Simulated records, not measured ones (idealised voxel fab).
process module | voxel capacitor over wiring
cross-section cut | 155 nm wide | cells 5 nm
A cross-section is a grid of square cells, given in bands from the top down. A band is one or more rows of cells.
Each band's line starts with the height of the band's top and of its bottom, in nm. Then come its materials from left to right, each with its width in nm. One material with "throughout" fills the band from edge to edge. "air" is empty space.
Height 0 is the level under which the wafer as received is all one material. The lowest band goes on downwards, as in "0 down".
A width such as "30 to 40" changes by the same amount from each row of cells to the next, from the band's top row to its bottom row.
"no change" after a step means that no cell of the cross-section changed.
closed voids: empty space of 8 cells or more with no open way to the top, each as width x height at its distance from the left edge, in nm
after a step's settings: what the simulator itself notes on the step
overlay nm, on a step with a mask: how far to the right of its planned place the mask lay; to the left if negative
plan
1 op RECEIVE | material Si
2 op CONFORMAL_DEP | material SiO2 | thk nm 15
3 op CONFORMAL_DEP | material SiCN | thk nm 5
4 op DIRECTIONAL_DEP | material SiO2 | thk nm 20
5 op DIRECTIONAL_DEP | material aC | thk nm 10
6 op PATTERN | tone open | mask id METAL_1 | material resist | width nm 30 | pitch nm 85 | thk nm 30 | overlay nm 0
7 op DIRECTIONAL_ETCH | etch materials aC | depth nm 10
8 op STRIP | etch materials resist
9 op DIRECTIONAL_ETCH | etch materials SiO2 | depth nm 20
10 op DIRECTIONAL_ETCH | etch materials SiCN | depth nm 5
11 op STRIP | etch materials aC
12 op CONFORMAL_DEP | material TiN | thk nm 5
13 op FILL_DEP | material Cu | thk nm 10
14 op CMP | height nm 40
15 op EPI | material Ru | thk nm 5
16 op FILL_DEP | material SiCN | thk nm 5
17 op DIRECTIONAL_DEP | material lowk | thk nm 20
18 op DIRECTIONAL_DEP | material aC | thk nm 10
19 op PATTERN | tone open | mask id PLUG_1 | material resist | width nm 15 | thk nm 30 | overlay nm 0
20 op DIRECTIONAL_ETCH | etch materials aC | depth nm 10
21 op STRIP | etch materials resist
22 op DIRECTIONAL_ETCH | etch materials lowk | depth nm 20
23 op DIRECTIONAL_ETCH | etch materials SiCN | depth nm 5
24 op STRIP | etch materials aC
25 op EPI | material Ru | thk nm 10
26 op EPI | material Ru | thk nm 10
27 op EPI | material Ru | thk nm 5
28 op DIRECTIONAL_DEP | material TiN | thk nm 5
29 op DIRECTIONAL_DEP | material HfO2 | thk nm 5
30 op DIRECTIONAL_DEP | material TiN | thk nm 5
31 op PATTERN | tone cover | mask id UPPER_PLATE | material resist | width nm 60 | thk nm 15 | overlay nm 0
32 op DIRECTIONAL_ETCH | etch materials TiN | depth nm 5
33 op DIRECTIONAL_ETCH | etch materials HfO2 | depth nm 5
34 op STRIP | etch materials resist
35 op DIRECTIONAL_DEP | material aC | thk nm 15
36 op PATTERN | tone cover | mask id LOWER_PLATE | material resist | width nm 70 | thk nm 35 | overlay nm 0
37 op DIRECTIONAL_ETCH | etch materials aC | depth nm 15
38 op STRIP | etch materials resist
39 op DIRECTIONAL_ETCH | etch materials TiN | depth nm 5
40 op STRIP | etch materials aC
41 op FILL_DEP | material SiO2 | thk nm 15
42 op CMP | height nm 95
43 op MASKED_ETCH | tone open | mask id PLUG_2 | width nm 15 | etch materials SiO2 | depth nm 10 | overlay nm 0
44 op CONFORMAL_DEP | material TiN | thk nm 5
45 op FILL_DEP | material W | thk nm 10
46 op CMP | height nm 95
47 op CONFORMAL_DEP | material SiCN | thk nm 5
first wafer, as planned
as received, after step 1
  0 down: Si throughout
  closed voids: none
after step 2
  15 to 0: SiO2 throughout
  below 0: unchanged
after step 3
  20 to 15: SiCN throughout
  below 15: unchanged
after step 4
  40 to 20: SiO2 throughout
  below 20: unchanged
after step 5
  50 to 40: aC throughout
  below 40: unchanged
after step 6
  80 to 50: resist 20 | air 30 | resist 55 | air 30 | resist 20
  below 50: unchanged
after step 7
  70 to 50: resist 20 | air 30 | resist 55 | air 30 | resist 20
  50 to 40: aC 20 | air 30 | aC 55 | air 30 | aC 20
  below 40: unchanged
after step 8
  50 to 40: aC 20 | air 30 | aC 55 | air 30 | aC 20
  below 40: unchanged
after step 9
  50 to 40: aC 20 | air 30 | aC 55 | air 30 | aC 20
  40 to 20: SiO2 20 | air 30 | SiO2 55 | air 30 | SiO2 20
  below 20: unchanged
after step 10
  50 to 40: aC 20 | air 30 | aC 55 | air 30 | aC 20
  40 to 20: SiO2 20 | air 30 | SiO2 55 | air 30 | SiO2 20
  20 to 15: SiCN 20 | air 30 | SiCN 55 | air 30 | SiCN 20
  below 15: unchanged
after step 11
  40 to 20: SiO2 20 | air 30 | SiO2 55 | air 30 | SiO2 20
  below 20: unchanged
after step 12
  45 to 40: TiN 25 | air 20 | TiN 65 | air 20 | TiN 25
  40 to 20: SiO2 20 | TiN 5 | air 20 | TiN 5 | SiO2 55 | TiN 5 | air 20 | TiN 5 | SiO2 20
  20 to 15: SiCN 20 | TiN 30 | SiCN 55 | TiN 30 | SiCN 20
  below 15: unchanged
after step 13
  55 to 45: Cu throughout
  45 to 40: TiN 25 | Cu 20 | TiN 65 | Cu 20 | TiN 25
  40 to 20: SiO2 20 | TiN 5 | Cu 20 | TiN 5 | SiO2 55 | TiN 5 | Cu 20 | TiN 5 | SiO2 20
  below 20: unchanged
after step 14
  40 to 20: SiO2 20 | TiN 5 | Cu 20 | TiN 5 | SiO2 55 | TiN 5 | Cu 20 | TiN 5 | SiO2 20
  below 20: unchanged
after step 15
  45 to 40: air 15 | Ru 40 | air 45 | Ru 40 | air 15
  below 40: unchanged
after step 16
  50 to 45: SiCN throughout
  45 to 40: SiCN 15 | Ru 40 | SiCN 45 | Ru 40 | SiCN 15
  below 40: unchanged
after step 17
  70 to 50: lowk throughout
  below 50: unchanged
after step 18
  80 to 70: aC throughout
  below 70: unchanged
after step 19
  110 to 80: resist 35 | air 15 | resist 105
  below 80: unchanged
after step 20
  100 to 80: resist 35 | air 15 | resist 105
  80 to 70: aC 35 | air 15 | aC 105
  below 70: unchanged
after step 21
  80 to 70: aC 35 | air 15 | aC 105
  below 70: unchanged
after step 22
  80 to 70: aC 35 | air 15 | aC 105
  70 to 50: lowk 35 | air 15 | lowk 105
  below 50: unchanged
after step 23
  80 to 70: aC 35 | air 15 | aC 105
  70 to 50: lowk 35 | air 15 | lowk 105
  50 to 45: SiCN 35 | air 15 | SiCN 105
  below 45: unchanged
after step 24
  70 to 50: lowk 35 | air 15 | lowk 105
  below 50: unchanged
after step 25
  70 to 55: lowk 35 | air 15 | lowk 105
  55 to 50: lowk 35 | Ru 15 | lowk 105
  50 to 45: SiCN 35 | Ru 15 | SiCN 105
  below 45: unchanged
after step 26
  70 to 65: lowk 35 | air 15 | lowk 105
  65 to 50: lowk 35 | Ru 15 | lowk 105
  below 50: unchanged
after step 27
  70 to 50: lowk 35 | Ru 15 | lowk 105
  below 50: unchanged
after step 28
  75 to 70: TiN throughout
  below 70: unchanged
after step 29
  80 to 75: HfO2 throughout
  below 75: unchanged
after step 30
  85 to 80: TiN throughout
  below 80: unchanged
after step 31
  100 to 85: air 35 | resist 60 | air 60
  below 85: unchanged
after step 32
  100 to 85: air 35 | resist 60 | air 60
  85 to 80: air 35 | TiN 60 | air 60
  below 80: unchanged
after step 33
  100 to 85: air 35 | resist 60 | air 60
  85 to 80: air 35 | TiN 60 | air 60
  80 to 75: air 35 | HfO2 60 | air 60
  below 75: unchanged
after step 34
  85 to 80: air 35 | TiN 60 | air 60
  below 80: unchanged
after step 35
  100 to 90: air 35 | aC 60 | air 60
  90 to 85: aC throughout
  85 to 80: aC 35 | TiN 60 | aC 60
  80 to 75: aC 35 | HfO2 60 | aC 60
  below 75: unchanged
after step 36
  135 to 100: air 30 | resist 70 | air 55
  100 to 90: air 30 | resist 5 | aC 60 | resist 5 | air 55
  below 90: unchanged
after step 37
  120 to 100: air 30 | resist 70 | air 55
  100 to 90: air 30 | resist 5 | aC 60 | resist 5 | air 55
  90 to 85: air 30 | aC 70 | air 55
  85 to 80: air 30 | aC 5 | TiN 60 | aC 5 | air 55
  80 to 75: air 30 | aC 5 | HfO2 60 | aC 5 | air 55
  below 75: unchanged
after step 38
  100 to 90: air 35 | aC 60 | air 60
  below 90: unchanged
after step 39
  100 to 90: air 35 | aC 60 | air 60
  90 to 85: air 30 | aC 70 | air 55
  85 to 80: air 30 | aC 5 | TiN 60 | aC 5 | air 55
  80 to 75: air 30 | aC 5 | HfO2 60 | aC 5 | air 55
  75 to 70: air 30 | TiN 70 | air 55
  below 70: unchanged
after step 40
  85 to 80: air 35 | TiN 60 | air 60
  80 to 75: air 35 | HfO2 60 | air 60
  below 75: unchanged
after step 41
  100 to 85: SiO2 throughout
  85 to 80: SiO2 35 | TiN 60 | SiO2 60
  80 to 75: SiO2 35 | HfO2 60 | SiO2 60
  75 to 70: SiO2 30 | TiN 70 | SiO2 55
  below 70: unchanged
after step 42
  95 to 85: SiO2 throughout
  below 85: unchanged
after step 43
  95 to 85: SiO2 45 | air 15 | SiO2 95
  below 85: unchanged
after step 44
  100 to 95: TiN 50 | air 5 | TiN 100
  95 to 90: SiO2 45 | TiN 5 | air 5 | TiN 5 | SiO2 95
  90 to 80: SiO2 45 to 35 | TiN 15 to 60 | SiO2 95 to 60
  below 80: unchanged
after step 45
  110 to 100: W throughout
  100 to 95: TiN 50 | W 5 | TiN 100
  95 to 90: SiO2 45 | TiN 5 | W 5 | TiN 5 | SiO2 95
  below 90: unchanged
after step 46
  95 to 90: SiO2 45 | TiN 5 | W 5 | TiN 5 | SiO2 95
  below 90: unchanged
after step 47
  100 to 95: SiCN throughout
  below 95: unchanged
second wafer: like start, like plan, one mistake. Through step 5 it matches the first wafer
when step 6 should have ended
  80 to 50: resist 20 | air 35 | resist 50 | air 35 | resist 15
  below 50: unchanged
when step 7 should have ended
  70 to 50: resist 20 | air 35 | resist 50 | air 35 | resist 15
  50 to 40: aC 20 | air 35 | aC 50 | air 35 | aC 15
  below 40: unchanged
when step 8 should have ended
  50 to 40: aC 20 | air 35 | aC 50 | air 35 | aC 15
  below 40: unchanged
when step 9 should have ended
  50 to 40: aC 20 | air 35 | aC 50 | air 35 | aC 15
  40 to 20: SiO2 20 | air 35 | SiO2 50 | air 35 | SiO2 15
  below 20: unchanged
when step 10 should have ended
  50 to 40: aC 20 | air 35 | aC 50 | air 35 | aC 15
  40 to 20: SiO2 20 | air 35 | SiO2 50 | air 35 | SiO2 15
  20 to 15: SiCN 20 | air 35 | SiCN 50 | air 35 | SiCN 15
  below 15: unchanged
when step 11 should have ended
  40 to 20: SiO2 20 | air 35 | SiO2 50 | air 35 | SiO2 15
  below 20: unchanged
when step 12 should have ended
  45 to 40: TiN 25 | air 25 | TiN 60 | air 25 | TiN 20
  40 to 20: SiO2 20 | TiN 5 | air 25 | TiN 5 | SiO2 50 | TiN 5 | air 25 | TiN 5 | SiO2 15
  20 to 15: SiCN 20 | TiN 35 | SiCN 50 | TiN 35 | SiCN 15
  below 15: unchanged
when step 13 should have ended
  55 to 45: Cu throughout
  45 to 40: TiN 25 | Cu 25 | TiN 60 | Cu 25 | TiN 20
  40 to 20: SiO2 20 | TiN 5 | Cu 25 | TiN 5 | SiO2 50 | TiN 5 | Cu 25 | TiN 5 | SiO2 15
  below 20: unchanged
when step 14 should have ended
  40 to 20: SiO2 20 | TiN 5 | Cu 25 | TiN 5 | SiO2 50 | TiN 5 | Cu 25 | TiN 5 | SiO2 15
  below 20: unchanged
when step 15 should have ended
  45 to 40: air 15 | Ru 45 | air 40 | Ru 45 | air 10
  below 40: unchanged
when step 16 should have ended
  50 to 45: SiCN throughout
  45 to 40: SiCN 15 | Ru 45 | SiCN 40 | Ru 45 | SiCN 10
  below 40: unchanged
when step 17 should have ended
  70 to 50: lowk throughout
  below 50: unchanged
when step 18 should have ended
  80 to 70: aC throughout
  below 70: unchanged
when step 19 should have ended
  110 to 80: resist 35 | air 15 | resist 105
  below 80: unchanged
when step 20 should have ended
  100 to 80: resist 35 | air 15 | resist 105
  80 to 70: aC 35 | air 15 | aC 105
  below 70: unchanged
when step 21 should have ended
  80 to 70: aC 35 | air 15 | aC 105
  below 70: unchanged
when step 22 should have ended
  80 to 70: aC 35 | air 15 | aC 105
  70 to 50: lowk 35 | air 15 | lowk 105
  below 50: unchanged
when step 23 should have ended
  80 to 70: aC 35 | air 15 | aC 105
  70 to 50: lowk 35 | air 15 | lowk 105
  50 to 45: SiCN 35 | air 15 | SiCN 105
  below 45: unchanged
when step 24 should have ended
  70 to 50: lowk 35 | air 15 | lowk 105
  below 50: unchanged
when step 25 should have ended
  70 to 55: lowk 35 | air 15 | lowk 105
  55 to 50: lowk 35 | Ru 15 | lowk 105
  50 to 45: SiCN 35 | Ru 15 | SiCN 105
  below 45: unchanged
when step 26 should have ended
  70 to 65: lowk 35 | air 15 | lowk 105
  65 to 50: lowk 35 | Ru 15 | lowk 105
  below 50: unchanged
when step 27 should have ended
  70 to 50: lowk 35 | Ru 15 | lowk 105
  below 50: unchanged
when step 28 should have ended
  75 to 70: TiN throughout
  below 70: unchanged
when step 29 should have ended
  80 to 75: HfO2 throughout
  below 75: unchanged
when step 30 should have ended
  85 to 80: TiN throughout
  below 80: unchanged
when step 31 should have ended
  100 to 85: air 35 | resist 60 | air 60
  below 85: unchanged
when step 32 should have ended
  100 to 85: air 35 | resist 60 | air 60
  85 to 80: air 35 | TiN 60 | air 60
  below 80: unchanged
when step 33 should have ended
  100 to 85: air 35 | resist 60 | air 60
  85 to 80: air 35 | TiN 60 | air 60
  80 to 75: air 35 | HfO2 60 | air 60
  below 75: unchanged
when step 34 should have ended
  85 to 80: air 35 | TiN 60 | air 60
  below 80: unchanged
when step 35 should have ended
  100 to 90: air 35 | aC 60 | air 60
  90 to 85: aC throughout
  85 to 80: aC 35 | TiN 60 | aC 60
  80 to 75: aC 35 | HfO2 60 | aC 60
  below 75: unchanged
when step 36 should have ended
  135 to 100: air 30 | resist 70 | air 55
  100 to 90: air 30 | resist 5 | aC 60 | resist 5 | air 55
  below 90: unchanged
when step 37 should have ended
  120 to 100: air 30 | resist 70 | air 55
  100 to 90: air 30 | resist 5 | aC 60 | resist 5 | air 55
  90 to 85: air 30 | aC 70 | air 55
  85 to 80: air 30 | aC 5 | TiN 60 | aC 5 | air 55
  80 to 75: air 30 | aC 5 | HfO2 60 | aC 5 | air 55
  below 75: unchanged
when step 38 should have ended
  100 to 90: air 35 | aC 60 | air 60
  below 90: unchanged
when step 39 should have ended
  100 to 90: air 35 | aC 60 | air 60
  90 to 85: air 30 | aC 70 | air 55
  85 to 80: air 30 | aC 5 | TiN 60 | aC 5 | air 55
  80 to 75: air 30 | aC 5 | HfO2 60 | aC 5 | air 55
  75 to 70: air 30 | TiN 70 | air 55
  below 70: unchanged
when step 40 should have ended
  85 to 80: air 35 | TiN 60 | air 60
  80 to 75: air 35 | HfO2 60 | air 60
  below 75: unchanged
when step 41 should have ended
  100 to 85: SiO2 throughout
  85 to 80: SiO2 35 | TiN 60 | SiO2 60
  80 to 75: SiO2 35 | HfO2 60 | SiO2 60
  75 to 70: SiO2 30 | TiN 70 | SiO2 55
  below 70: unchanged
when step 42 should have ended
  95 to 85: SiO2 throughout
  below 85: unchanged
when step 43 should have ended
  95 to 85: SiO2 45 | air 15 | SiO2 95
  below 85: unchanged
when step 44 should have ended
  100 to 95: TiN 50 | air 5 | TiN 100
  95 to 90: SiO2 45 | TiN 5 | air 5 | TiN 5 | SiO2 95
  90 to 80: SiO2 45 to 35 | TiN 15 to 60 | SiO2 95 to 60
  below 80: unchanged
when step 45 should have ended
  110 to 100: W throughout
  100 to 95: TiN 50 | W 5 | TiN 100
  95 to 90: SiO2 45 | TiN 5 | W 5 | TiN 5 | SiO2 95
  below 90: unchanged
when step 46 should have ended
  95 to 90: SiO2 45 | TiN 5 | W 5 | TiN 5 | SiO2 95
  below 90: unchanged
when step 47 should have ended
  100 to 95: SiCN throughout
  below 95: unchanged
what went wrong: step 6 ran as: op PATTERN | tone open | mask id METAL_1 | material resist | width nm 35 | pitch nm 85 | thk nm 30 | overlay nm 0
at the end the second wafer has, in cells: 8 more of Cu | 2 more of Ru | 4 fewer of SiCN | 8 fewer of SiO2 | 2 more of TiN
